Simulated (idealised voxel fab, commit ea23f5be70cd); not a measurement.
process module | voxel capacitor over wiring
Cross-section cut: width 260 nm, square cells of 5 nm.
Heads up, the way a cross-section reads in here is a grid of square cells, handed over as bands from the top down, with every band being one or more rows of cells. Quick guide to a band line: top height, bottom height (nm) up front; then every material left to right with its width in nm. Only one material and it's marked "full width"? Then it fills the band edge to edge. And "air" just means empty space. Measure heights from 0. That's the level where, below it, the as-received wafer is all one material. The lowest band is bottomless and extends downward; write it as in "0 -> down". It should be noted that a width expressed as "30..40" varies in equal increments from row to row of cells within the band, taking the value of the first number at the top row and that of the second number at the bottom row. Any step labelled "no alterations made" changed none of the cells in the cross-section. Entry "Enclosed void listing". Content: empty spaces with no open connection to the top, size 8 cells or greater. Each: width x height at distance. Distance: from left edge. Unit: nm. Text after the settings on a step's line: the simulator's own remark on that step. What "overlay nm" on a step's line means: if the step has a mask, that mask lay this far to the right of its planned place, or, when the value is negative, to the left.

The steps planned for the process are as follows
1. RECEIVE | material Si
2. CONFORMAL_DEP | material SiO2 | thk nm 10
3. DIRECTIONAL_DEP | material TiN | thk nm 5
4. DIRECTIONAL_DEP | material W | thk nm 20
5. DIRECTIONAL_DEP | material aC | thk nm 15
6. PATTERN | tone cover | mask id METAL_1 | material resist | width nm 25 | pitch nm 90 | thk nm 35 | overlay nm 0
7. DIRECTIONAL_ETCH | etch materials aC | depth nm 15
8. STRIP | etch materials resist
9. DIRECTIONAL_ETCH | etch materials W | depth nm 20
10. DIRECTIONAL_ETCH | etch materials TiN | depth nm 5
11. STRIP | etch materials aC
12. FILL_DEP | material lowk | thk nm 5
13. CMP | height nm 35
14. CONFORMAL_DEP | material SiCN | thk nm 5
15. DIRECTIONAL_DEP | material lowk | thk nm 10
16. MASKED_ETCH | tone open | mask id PLUG_1 | width nm 15 | etch materials lowk | depth nm 10 | overlay nm 0
17. MASKED_ETCH | tone open | mask id PLUG_1 | width nm 15 | etch materials SiCN | depth nm 5 | overlay nm 0
18. EPI | material Ru | thk nm 10
19. EPI | material Ru | thk nm 5
20. DIRECTIONAL_DEP | material TiN | thk nm 10
21. DIRECTIONAL_DEP | material Al2O3 | thk nm 5
22. DIRECTIONAL_DEP | material TiN | thk nm 10
23. PATTERN | tone cover | mask id UPPER_PLATE | material resist | width nm 70 | thk nm 20 | overlay nm 0
24. DIRECTIONAL_ETCH | etch materials TiN | depth nm 10
25. DIRECTIONAL_ETCH | etch materials Al2O3 | depth nm 5
26. STRIP | etch materials resist
27. PATTERN | tone cover | mask id LOWER_PLATE | material resist | width nm 80 | thk nm 15 | overlay nm 0
28. DIRECTIONAL_ETCH | etch materials TiN | depth nm 10
29. STRIP | etch materials resist
30. FILL_DEP | material SiO2 | thk nm 20
31. CMP | height nm 90
32. PATTERN | tone open | mask id PLUG_2 | material resist | width nm 15 | thk nm 15 | overlay nm 0
33. DIRECTIONAL_ETCH | etch materials SiO2 | depth nm 15
34. STRIP | etch materials resist
35. CONFORMAL_DEP | material TiN | thk nm 5
36. FILL_DEP | material W | thk nm 5
37. CMP | height nm 90
38. CONFORMAL_DEP | material SiCN | thk nm 5

As-received wafer cross-section (after step 1)
> 0 -> down | Si full width
> Enclosed void listing: none

Below is the wafer in cross-section after the module was completed. It began from the starting point shown above and followed the plan shown above, except that one mistake was made while running it
> 95 -> 90 | SiCN full width
> 90 -> 80 | SiO2 90, then TiN 5, then W 5, then TiN 5, then SiO2 155
> 80 -> 75 | SiO2 90, then TiN 15, then SiO2 155
> 75 -> 65 | SiO2 95, then TiN 55, then SiO2 110
> 65 -> 60 | SiO2 95, then Al2O3 55, then SiO2 110
> 60 -> 50 | SiO2 75, then TiN 80, then SiO2 105
> 50 -> 45 | lowk 80, then Al2O3 15, then lowk 165
> 45 -> 40 | lowk 80, then TiN 15, then lowk 165
> 40 -> 35 | SiCN 80, then TiN 15, then SiCN 165
> 35 -> 30 | lowk full width
> 30 -> 10 | lowk 70, then W 25, then lowk 65, then W 25, then lowk 75
> 10 -> 0 | SiO2 full width
> 0 -> down | Si full width
> Enclosed void listing: none
What went wrong in running the wafer? no execution of plan step 3; skipped
